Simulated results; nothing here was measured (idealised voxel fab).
process module | voxel air gaps
cross-section cut | 250 nm wide | cells 5 nm
A cross-section is a grid of square cells, given in bands from the top down. A band is one or more rows of cells.
Each band's line starts with the height of the band's top and of its bottom, in nm. Then come its materials from left to right, each with its width in nm. One material with "throughout" fills the band from edge to edge. "air" is empty space.
Height 0 is the level under which the wafer as received is all one material. The lowest band goes on downwards, as in "0 down".
A width such as "30 to 40" changes by the same amount from each row of cells to the next, from the band's top row to its bottom row.
"no change" after a step means that no cell of the cross-section changed.
closed voids: empty space of 8 cells or more with no open way to the top, each as width x height at its distance from the left edge, in nm
after a step's settings: what the simulator itself notes on the step
overlay nm, on a step with a mask: how far to the right of its planned place the mask lay; to the left if negative
plan
1 op RECEIVE | material Si
2 op CONFORMAL_DEP | material SiO2 | thk nm 15
3 op CONFORMAL_DEP | material SiN | thk nm 5
4 op DIRECTIONAL_DEP | material SiO2 | thk nm 40
5 op PATTERN | tone open | mask id LINES | material resist | width nm 25 | pitch nm 55 | thk nm 15 | overlay nm 0
6 op DIRECTIONAL_ETCH | etch materials SiO2 | depth nm 40
7 op STRIP | etch materials resist
8 op CONFORMAL_DEP | material TiN | thk nm 5
9 op FILL_DEP | material W | thk nm 5
10 op CMP | height nm 60
11 op EPI | material Ru | thk nm 10
12 op SELECTIVE_ETCH | etch materials SiO2 | depth nm 50
13 op CONFORMAL_DEP | material SiN | thk nm 5
first wafer, as planned
as received, after step 1
  0 down: Si throughout
  closed voids: none
after step 2
  15 to 0: SiO2 throughout
  below 0: unchanged
after step 3
  20 to 15: SiN throughout
  below 15: unchanged
after step 4
  60 to 20: SiO2 throughout
  below 20: unchanged
after step 5
  75 to 60: resist 55 | air 25 | resist 30 | air 25 | resist 30 | air 25 | resist 60
  below 60: unchanged
after step 6
  75 to 60: resist 55 | air 25 | resist 30 | air 25 | resist 30 | air 25 | resist 60
  60 to 20: SiO2 55 | air 25 | SiO2 30 | air 25 | SiO2 30 | air 25 | SiO2 60
  below 20: unchanged
after step 7
  60 to 20: SiO2 55 | air 25 | SiO2 30 | air 25 | SiO2 30 | air 25 | SiO2 60
  below 20: unchanged
after step 8
  65 to 60: TiN 60 | air 15 | TiN 40 | air 15 | TiN 40 | air 15 | TiN 65
  60 to 25: SiO2 55 | TiN 5 | air 15 | TiN 5 | SiO2 30 | TiN 5 | air 15 | TiN 5 | SiO2 30 | TiN 5 | air 15 | TiN 5 | SiO2 60
  25 to 20: SiO2 55 | TiN 25 | SiO2 30 | TiN 25 | SiO2 30 | TiN 25 | SiO2 60
  below 20: unchanged
after step 9
  70 to 65: W throughout
  65 to 60: TiN 60 | W 15 | TiN 40 | W 15 | TiN 40 | W 15 | TiN 65
  60 to 25: SiO2 55 | TiN 5 | W 15 | TiN 5 | SiO2 30 | TiN 5 | W 15 | TiN 5 | SiO2 30 | TiN 5 | W 15 | TiN 5 | SiO2 60
  below 25: unchanged
after step 10
  60 to 25: SiO2 55 | TiN 5 | W 15 | TiN 5 | SiO2 30 | TiN 5 | W 15 | TiN 5 | SiO2 30 | TiN 5 | W 15 | TiN 5 | SiO2 60
  below 25: unchanged
after step 11
  70 to 60: air 45 | Ru 45 | air 10 | Ru 45 | air 10 | Ru 45 | air 50
  below 60: unchanged
after step 12
  70 to 60: air 45 | Ru 45 | air 10 | Ru 45 | air 10 | Ru 45 | air 50
  60 to 25: air 55 | TiN 5 | W 15 | TiN 5 | air 30 | TiN 5 | W 15 | TiN 5 | air 30 | TiN 5 | W 15 | TiN 5 | air 60
  25 to 20: air 55 | TiN 25 | air 30 | TiN 25 | air 30 | TiN 25 | air 60
  below 20: unchanged
after step 13
  75 to 70: air 40 | SiN 165 | air 45
  70 to 60: air 40 | SiN 5 | Ru 45 | SiN 10 | Ru 45 | SiN 10 | Ru 45 | SiN 5 | air 45
  60 to 55: air 40 | SiN 15 | TiN 5 | W 15 | TiN 5 | SiN 30 | TiN 5 | W 15 | TiN 5 | SiN 30 | TiN 5 | W 15 | TiN 5 | SiN 15 | air 45
  55 to 25: air 50 | SiN 5 | TiN 5 | W 15 | TiN 5 | SiN 5 | air 20 | SiN 5 | TiN 5 | W 15 | TiN 5 | SiN 5 | air 20 | SiN 5 | TiN 5 | W 15 | TiN 5 | SiN 5 | air 55
  25 to 20: SiN 55 | TiN 25 | SiN 30 | TiN 25 | SiN 30 | TiN 25 | SiN 60
  below 20: unchanged
  closed voids: 20 x 30 at 85; 20 x 30 at 140
second wafer: like start, like plan, one mistake. Through step 12 it matches the first wafer
when step 13 should have ended
  75 to 70: air 40 | TiN 165 | air 45
  70 to 60: air 40 | TiN 5 | Ru 45 | TiN 10 | Ru 45 | TiN 10 | Ru 45 | TiN 5 | air 45
  60 to 55: air 40 | TiN 20 | W 15 | TiN 40 | W 15 | TiN 40 | W 15 | TiN 20 | air 45
  55 to 25: air 50 | TiN 10 | W 15 | TiN 10 | air 20 | TiN 10 | W 15 | TiN 10 | air 20 | TiN 10 | W 15 | TiN 10 | air 55
  25 to 20: TiN throughout
  below 20: unchanged
  closed voids: 20 x 30 at 85; 20 x 30 at 140
what went wrong: step 13 ran as: op CONFORMAL_DEP | material TiN | thk nm 5
at the end the second wafer has, in cells: 134 fewer of SiN | 134 more of TiN
